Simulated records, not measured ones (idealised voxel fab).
Documented hereafter: the process module known as voxel gate over fins.
Cross-section cut spans 295 nm and uses square cells 5 nm in size.
Cross-section format: a grid of square cells, given as bands from top to bottom; each band is one or more rows of cells.
A band entry consists of two parts. The first gives the height of the band's top and the height of its bottom, in nm. The rest lists the band's materials from left to right, each with its width in nm. A single material labelled with the word "full width" fills the band from edge to edge, and the word "blank" marks empty space.
Note: height 0 marks the level under which the wafer is uniformly one material as received. Lowest band unbounded below, written "z 0 and below".
Width spec "30..40" -> top row of cells at first value, bottom row at second value, equal per-row change in between.
Any step labelled "remained the same" changed none of the cells in the cross-section.
Reported under the label "Enclosed void inventory" are the empty spaces having no open way to the top and comprising 8 cells or more; the notation for each is width x height at distance, in which the distance is measured from the left edge and all three values are in nm.
If you see something after the settings on a step's line, that's the simulator's own remark about that step.
Regarding "overlay nm": on a step with a mask, it is the distance the mask lay to the right of its planned place; a negative value places it to the left.
[Process steps - plan]
1 RECEIVE, material Si
2 CONFORMAL_DEP, material SiN, thk nm 5
3 MASKED_ETCH, tone cover, mask id FINS, width nm 15, pitch nm 45, etch materials SiN, depth nm 5, overlay nm 0
4 MASKED_ETCH, tone cover, mask id FINS, width nm 15, pitch nm 45, etch materials Si, depth nm 35, overlay nm 0
5 FILL_DEP, material SiO2, thk nm 15
6 CMP, height nm 5
7 SELECTIVE_ETCH, etch materials SiO2, depth nm 20
8 STRIP, etch materials SiN
9 CONFORMAL_DEP, material HfO2, thk nm 5
10 CONFORMAL_DEP, material TiN, thk nm 5
11 CONFORMAL_DEP, material TiAl, thk nm 5
12 CONFORMAL_DEP, material TiN, thk nm 5
13 FILL_DEP, material W, thk nm 10
14 CMP, height nm 25
15 CONFORMAL_DEP, material SiN, thk nm 5
[The first of two wafers, run as planned]
[Step 1 complete: cross-section of the wafer as received]
> z 0 and below | Si full width
> Enclosed void inventory: none
[Once step 2 is through, the wafer looks like this in cross-section]
> z 5 to 0 | SiN full width
> Under 0: no change, same as before.
[Once step 3 is through, the wafer looks like this in cross-section]
> z 5 to 0 | blank 70 nm  SiN 15 nm  blank 30 nm  SiN 15 nm  blank 30 nm  SiN 15 nm  blank 30 nm  SiN 15 nm  blank 75 nm
> Under 0: no change, same as before.
[Once step 4 is through, the wafer looks like this in cross-section]
> z 5 to 0 | blank 70 nm  SiN 15 nm  blank 30 nm  SiN 15 nm  blank 30 nm  SiN 15 nm  blank 30 nm  SiN 15 nm  blank 75 nm
> z 0 to -35 | blank 70 nm  Si 15 nm  blank 30 nm  Si 15 nm  blank 30 nm  Si 15 nm  blank 30 nm  Si 15 nm  blank 75 nm
> Under -35: no change, same as before.
[Once step 5 is through, the wafer looks like this in cross-section]
> z 20 to 5 | SiO2 full width
> z 5 to 0 | SiO2 70 nm  SiN 15 nm  SiO2 30 nm  SiN 15 nm  SiO2 30 nm  SiN 15 nm  SiO2 30 nm  SiN 15 nm  SiO2 75 nm
> z 0 to -35 | SiO2 70 nm  Si 15 nm  SiO2 30 nm  Si 15 nm  SiO2 30 nm  Si 15 nm  SiO2 30 nm  Si 15 nm  SiO2 75 nm
> Under -35: no change, same as before.
[Once step 6 is through, the wafer looks like this in cross-section]
> z 5 to 0 | SiO2 70 nm  SiN 15 nm  SiO2 30 nm  SiN 15 nm  SiO2 30 nm  SiN 15 nm  SiO2 30 nm  SiN 15 nm  SiO2 75 nm
> Under 0: no change, same as before.
[Once step 7 is through, the wafer looks like this in cross-section]
> z 5 to 0 | blank 70 nm  SiN 15 nm  blank 30 nm  SiN 15 nm  blank 30 nm  SiN 15 nm  blank 30 nm  SiN 15 nm  blank 75 nm
> z 0 to -15 | blank 70 nm  Si 15 nm  blank 30 nm  Si 15 nm  blank 30 nm  Si 15 nm  blank 30 nm  Si 15 nm  blank 75 nm
> Under -15: no change, same as before.
[Once step 8 is through, the wafer looks like this in cross-section]
> z 0 to -15 | blank 70 nm  Si 15 nm  blank 30 nm  Si 15 nm  blank 30 nm  Si 15 nm  blank 30 nm  Si 15 nm  blank 75 nm
> Under -15: no change, same as before.
[Once step 9 is through, the wafer looks like this in cross-section]
> z 5 to 0 | blank 65 nm  HfO2 25 nm  blank 20 nm  HfO2 25 nm  blank 20 nm  HfO2 25 nm  blank 20 nm  HfO2 25 nm  blank 70 nm
> z 0 to -10 | blank 65 nm  HfO2 5 nm  Si 15 nm  HfO2 5 nm  blank 20 nm  HfO2 5 nm  Si 15 nm  HfO2 5 nm  blank 20 nm  HfO2 5 nm  Si 15 nm  HfO2 5 nm  blank 20 nm  HfO2 5 nm  Si 15 nm  HfO2 5 nm  blank 70 nm
> z -10 to -15 | HfO2 70 nm  Si 15 nm  HfO2 30 nm  Si 15 nm  HfO2 30 nm  Si 15 nm  HfO2 30 nm  Si 15 nm  HfO2 75 nm
> Under -15: no change, same as before.
[Once step 10 is through, the wafer looks like this in cross-section]
> z 10 to 5 | blank 60 nm  TiN 35 nm  blank 10 nm  TiN 35 nm  blank 10 nm  TiN 35 nm  blank 10 nm  TiN 35 nm  blank 65 nm
> z 5 to 0 | blank 60 nm  TiN 5 nm  HfO2 25 nm  TiN 5 nm  blank 10 nm  TiN 5 nm  HfO2 25 nm  TiN 5 nm  blank 10 nm  TiN 5 nm  HfO2 25 nm  TiN 5 nm  blank 10 nm  TiN 5 nm  HfO2 25 nm  TiN 5 nm  blank 65 nm
> z 0 to -5 | blank 60 nm  TiN 5 nm  HfO2 5 nm  Si 15 nm  HfO2 5 nm  TiN 5 nm  blank 10 nm  TiN 5 nm  HfO2 5 nm  Si 15 nm  HfO2 5 nm  TiN 5 nm  blank 10 nm  TiN 5 nm  HfO2 5 nm  Si 15 nm  HfO2 5 nm  TiN 5 nm  blank 10 nm  TiN 5 nm  HfO2 5 nm  Si 15 nm  HfO2 5 nm  TiN 5 nm  blank 65 nm
> z -5 to -10 | TiN 65 nm  HfO2 5 nm  Si 15 nm  HfO2 5 nm  TiN 20 nm  HfO2 5 nm  Si 15 nm  HfO2 5 nm  TiN 20 nm  HfO2 5 nm  Si 15 nm  HfO2 5 nm  TiN 20 nm  HfO2 5 nm  Si 15 nm  HfO2 5 nm  TiN 70 nm
> Under -10: no change, same as before.
[Once step 11 is through, the wafer looks like this in cross-section]
> z 15 to 10 | blank 55 nm  TiAl 180 nm  blank 60 nm
> z 10 to 5 | blank 55 nm  TiAl 5 nm  TiN 35 nm  TiAl 10 nm  TiN 35 nm  TiAl 10 nm  TiN 35 nm  TiAl 10 nm  TiN 35 nm  TiAl 5 nm  blank 60 nm
> z 5 to 0 | blank 55 nm  TiAl 5 nm  TiN 5 nm  HfO2 25 nm  TiN 5 nm  TiAl 10 nm  TiN 5 nm  HfO2 25 nm  TiN 5 nm  TiAl 10 nm  TiN 5 nm  HfO2 25 nm  TiN 5 nm  TiAl 10 nm  TiN 5 nm  HfO2 25 nm  TiN 5 nm  TiAl 5 nm  blank 60 nm
> z 0 to -5 | TiAl 60 nm  TiN 5 nm  HfO2 5 nm  Si 15 nm  HfO2 5 nm  TiN 5 nm  TiAl 10 nm  TiN 5 nm  HfO2 5 nm  Si 15 nm  HfO2 5 nm  TiN 5 nm  TiAl 10 nm  TiN 5 nm  HfO2 5 nm  Si 15 nm  HfO2 5 nm  TiN 5 nm  TiAl 10 nm  TiN 5 nm  HfO2 5 nm  Si 15 nm  HfO2 5 nm  TiN 5 nm  TiAl 65 nm
> Under -5: no change, same as before.
[Once step 12 is through, the wafer looks like this in cross-section]
> z 20 to 15 | blank 50 nm  TiN 190 nm  blank 55 nm
> z 15 to 10 | blank 50 nm  TiN 5 nm  TiAl 180 nm  TiN 5 nm  blank 55 nm
> z 10 to 5 | blank 50 nm  TiN 5 nm  TiAl 5 nm  TiN 35 nm  TiAl 10 nm  TiN 35 nm  TiAl 10 nm  TiN 35 nm  TiAl 10 nm  TiN 35 nm  TiAl 5 nm  TiN 5 nm  blank 55 nm
> z 5 to 0 | TiN 55 nm  TiAl 5 nm  TiN 5 nm  HfO2 25 nm  TiN 5 nm  TiAl 10 nm  TiN 5 nm  HfO2 25 nm  TiN 5 nm  TiAl 10 nm  TiN 5 nm  HfO2 25 nm  TiN 5 nm  TiAl 10 nm  TiN 5 nm  HfO2 25 nm  TiN 5 nm  TiAl 5 nm  TiN 60 nm
> Under 0: no change, same as before.
[Once step 13 is through, the wafer looks like this in cross-section]
> z 30 to 20 | W full width
> z 20 to 15 | W 50 nm  TiN 190 nm  W 55 nm
> z 15 to 10 | W 50 nm  TiN 5 nm  TiAl 180 nm  TiN 5 nm  W 55 nm
> z 10 to 5 | W 50 nm  TiN 5 nm  TiAl 5 nm  TiN 35 nm  TiAl 10 nm  TiN 35 nm  TiAl 10 nm  TiN 35 nm  TiAl 10 nm  TiN 35 nm  TiAl 5 nm  TiN 5 nm  W 55 nm
> Under 5: no change, same as before.
[Once step 14 is through, the wafer looks like this in cross-section]
> z 25 to 20 | W full width
> Under 20: no change, same as before.
[Once step 15 is through, the wafer looks like this in cross-section]
> z 30 to 25 | SiN full width
> Under 25: no change, same as before.
[Wafer two of two - same starting point, same process plan, one mistake in execution; matches wafer one up to and including step 8]
[Second wafer, cross-section, planned end of step 9]
> z 15 to 0 | blank 55 nm  HfO2 180 nm  blank 60 nm
> z 0 to -15 | HfO2 70 nm  Si 15 nm  HfO2 30 nm  Si 15 nm  HfO2 30 nm  Si 15 nm  HfO2 30 nm  Si 15 nm  HfO2 75 nm
> Under -15: no change, same as before.
[Second wafer, cross-section, planned end of step 10]
> z 20 to 15 | blank 50 nm  TiN 190 nm  blank 55 nm
> z 15 to 5 | blank 50 nm  TiN 5 nm  HfO2 180 nm  TiN 5 nm  blank 55 nm
> z 5 to 0 | TiN 55 nm  HfO2 180 nm  TiN 60 nm
> Under 0: no change, same as before.
[Second wafer, cross-section, planned end of step 11]
> z 25 to 20 | blank 45 nm  TiAl 200 nm  blank 50 nm
> z 20 to 15 | blank 45 nm  TiAl 5 nm  TiN 190 nm  TiAl 5 nm  blank 50 nm
> z 15 to 10 | blank 45 nm  TiAl 5 nm  TiN 5 nm  HfO2 180 nm  TiN 5 nm  TiAl 5 nm  blank 50 nm
> z 10 to 5 | TiAl 50 nm  TiN 5 nm  HfO2 180 nm  TiN 5 nm  TiAl 55 nm
> Under 5: no change, same as before.
[Second wafer, cross-section, planned end of step 12]
> z 30 to 25 | blank 40 nm  TiN 210 nm  blank 45 nm
> z 25 to 20 | blank 40 nm  TiN 5 nm  TiAl 200 nm  TiN 5 nm  blank 45 nm
> z 20 to 15 | blank 40 nm  TiN 5 nm  TiAl 5 nm  TiN 190 nm  TiAl 5 nm  TiN 5 nm  blank 45 nm
> z 15 to 10 | TiN 45 nm  TiAl 5 nm  TiN 5 nm  HfO2 180 nm  TiN 5 nm  TiAl 5 nm  TiN 50 nm
> Under 10: no change, same as before.
[Second wafer, cross-section, planned end of step 13]
> z 40 to 30 | W full width
> z 30 to 25 | W 40 nm  TiN 210 nm  W 45 nm
> z 25 to 20 | W 40 nm  TiN 5 nm  TiAl 200 nm  TiN 5 nm  W 45 nm
> z 20 to 15 | W 40 nm  TiN 5 nm  TiAl 5 nm  TiN 190 nm  TiAl 5 nm  TiN 5 nm  W 45 nm
> Under 15: no change, same as before.
[Second wafer, cross-section, planned end of step 14]
> z 25 to 20 | W 40 nm  TiN 5 nm  TiAl 200 nm  TiN 5 nm  W 45 nm
> Under 20: no change, same as before.
[Second wafer, cross-section, planned end of step 15]
> z 30 to 25 | SiN full width
> Under 25: no change, same as before.
Heads up, the wafer didn't run the way we planned it: step 9 was not run as planned; what actually ran was CONFORMAL_DEP, material HfO2, thk nm 15
Final tally in cells, some materials are higher or lower on the second wafer than on the first: HfO2: 166 more, TiAl: 18 fewer, TiN: 60 fewer, W: 88 fewer
